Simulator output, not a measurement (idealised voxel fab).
Module name: voxel self aligned vias (process module)
Cross-section cut: width 160 nm, square cells of 5 nm.
In what follows, cross-sections appear as grids of square cells, described through bands that run from the top down, where every band is one or more rows of cells. Per band: top height and bottom height in nm, followed by the left-to-right materials and their widths in nm; "full width" marks a single material spanning edge to edge, "empty" marks empty space. Height datum 0, below which the as-received substrate wafer is one material. Lowest band open at the bottom, running downward: "0..down". Read "30..40" as a graded width: first number on top, second number at the bottom, same change between each pair of neighbouring rows. Given "nothing was modified" for a step, no cell of the cross-section differs between before and after that step. The entry "Closed internal cavities" lists the empty spaces that cover at least 8 cells and have no open path to the top. Each is written as width x height at distance, where the distance is measured from the left edge and all three values are in nm. On each step's line, the part that comes after the settings is the simulator's own comment on the step. What "overlay nm" on a step's line means: if the step has a mask, that mask lay this far to the right of its planned place, or, when the value is negative, to the left.

THESE ARE THE STEPS WE PLANNED FOR THE PROCESS
1) RECEIVE (material Si)
2) CONFORMAL_DEP (material SiO2; thk nm 10)
3) CONFORMAL_DEP (material SiCN; thk nm 5)
4) DIRECTIONAL_DEP (material lowk; thk nm 25)
5) DIRECTIONAL_DEP (material aC; thk nm 15)
6) PATTERN (tone open; mask id LINES; material resist; width nm 25; pitch nm 55; thk nm 30; overlay nm 0)
7) DIRECTIONAL_ETCH (etch materials aC; depth nm 15)
8) STRIP (etch materials resist)
9) DIRECTIONAL_ETCH (etch materials lowk; depth nm 25)
10) STRIP (etch materials aC)
11) CONFORMAL_DEP (material TiN; thk nm 5)
12) FILL_DEP (material Ru; thk nm 5)
13) CMP (height nm 40)
14) SELECTIVE_ETCH (etch materials W Ru TiN; depth nm 5)
15) FILL_DEP (material SiN; thk nm 10)
16) CMP (height nm 40)
17) DIRECTIONAL_DEP (material lowk; thk nm 15)
18) PATTERN (tone open; mask id VIAS; material resist; width nm 35; pitch nm 55; thk nm 15; overlay nm 0)
19) DIRECTIONAL_ETCH (etch materials lowk; depth nm 15)
20) DIRECTIONAL_ETCH (etch materials SiN; depth nm 5)
21) STRIP (etch materials resist)
22) CONFORMAL_DEP (material TiN; thk nm 5)
23) FILL_DEP (material W; thk nm 10)
24) CMP (height nm 55)
25) CONFORMAL_DEP (material SiN; thk nm 5)

THIS IS THE CROSS-SECTION OF THE WAFER AS WE RECEIVED IT, I.E. AFTER STEP 1
- 0..down | Si full width
- Closed internal cavities: none

WHAT THE WAFER LOOKS LIKE IN CROSS-SECTION AFTER THIS MODULE, WHEN IT STARTS AS SHOWN ABOVE AND FOLLOWS THE PLAN ABOVE BUT ONE MISTAKE IS MADE IN RUNNING IT
- 60..55 | SiN full width
- 55..45 | lowk 40 nm, TiN 5 nm, W 20 nm, TiN 5 nm, lowk 25 nm, TiN 5 nm, W 20 nm, TiN 5 nm, lowk 35 nm
- 45..40 | lowk 40 nm, TiN 5 nm, W 15 nm, TiN 10 nm, lowk 25 nm, TiN 5 nm, W 15 nm, TiN 10 nm, lowk 35 nm
- 40..35 | lowk 40 nm, TiN 25 nm, lowk 30 nm, TiN 25 nm, lowk 40 nm
- 35..20 | lowk 40 nm, TiN 5 nm, Ru 15 nm, TiN 5 nm, lowk 30 nm, TiN 5 nm, Ru 15 nm, TiN 5 nm, lowk 40 nm
- 20..15 | lowk 40 nm, TiN 25 nm, lowk 30 nm, TiN 25 nm, lowk 40 nm
- 15..10 | SiCN full width
- 10..0 | SiO2 full width
- 0..down | Si full width
- Closed internal cavities: none
So what did we get wrong on this run? note that step 18 departed from the planned setting and was carried out as PATTERN (tone open; mask id VIAS; material resist; width nm 30; pitch nm 55; thk nm 15; overlay nm 0)
